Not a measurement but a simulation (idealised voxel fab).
process module | voxel quadruple lines
cross-section cut | 265 nm wide | cells 5 nm
A cross-section is a grid of square cells, given in bands from the top down. A band is one or more rows of cells.
Each band's line starts with the height of the band's top and of its bottom, in nm. Then come its materials from left to right, each with its width in nm. One material with "throughout" fills the band from edge to edge. "air" is empty space.
Height 0 is the level under which the wafer as received is all one material. The lowest band goes on downwards, as in "0 down".
A width such as "30 to 40" changes by the same amount from each row of cells to the next, from the band's top row to its bottom row.
"no change" after a step means that no cell of the cross-section changed.
closed voids: empty space of 8 cells or more with no open way to the top, each as width x height at its distance from the left edge, in nm
after a step's settings: what the simulator itself notes on the step
overlay nm, on a step with a mask: how far to the right of its planned place the mask lay; to the left if negative
plan
1 op RECEIVE | material Si
2 op CONFORMAL_DEP | material SiO2 | thk nm 5
3 op DIRECTIONAL_DEP | material TiN | thk nm 10
4 op DIRECTIONAL_DEP | material polySi | thk nm 15
5 op DIRECTIONAL_DEP | material aC | thk nm 25
6 op PATTERN | tone cover | mask id MANDREL | material resist | width nm 25 | pitch nm 80 | thk nm 30 | overlay nm 0
7 op DIRECTIONAL_ETCH | etch materials aC | depth nm 25
8 op STRIP | etch materials resist
9 op CONFORMAL_DEP | material SiO2 | thk nm 15
10 op DIRECTIONAL_ETCH | etch materials SiO2 | depth nm 15
11 op STRIP | etch materials aC
12 op DIRECTIONAL_ETCH | etch materials polySi | depth nm 15
13 op STRIP | etch materials SiO2
14 op CONFORMAL_DEP | material SiCN | thk nm 5
15 op DIRECTIONAL_ETCH | etch materials SiCN | depth nm 5
16 op STRIP | etch materials polySi
17 op DIRECTIONAL_ETCH | etch materials TiN | depth nm 10
18 op STRIP | etch materials SiCN
as received, after step 1
  0 down: Si throughout
  closed voids: none
first wafer at the end, as planned
  15 to 5: air 60 | TiN 5 | air 15 | TiN 5 | air 15 | TiN 5 | air 15 | TiN 5 | air 15 | TiN 5 | air 15 | TiN 5 | air 15 | TiN 5 | air 15 | TiN 5 | air 60
  5 to 0: SiO2 throughout
  0 down: Si throughout
  closed voids: none
second wafer at the end: like start, like plan, one mistake
  15 to 5: air 75 | TiN 5 | air 25 | TiN 5 | air 45 | TiN 5 | air 25 | TiN 5 | air 75
  5 to 0: SiO2 throughout
  0 down: Si throughout
  closed voids: none
what went wrong: step 6 ran as: op PATTERN | tone open | mask id MANDREL | material resist | width nm 25 | pitch nm 80 | thk nm 30 | overlay nm 0
at the end the second wafer has, in cells: 8 fewer of TiN
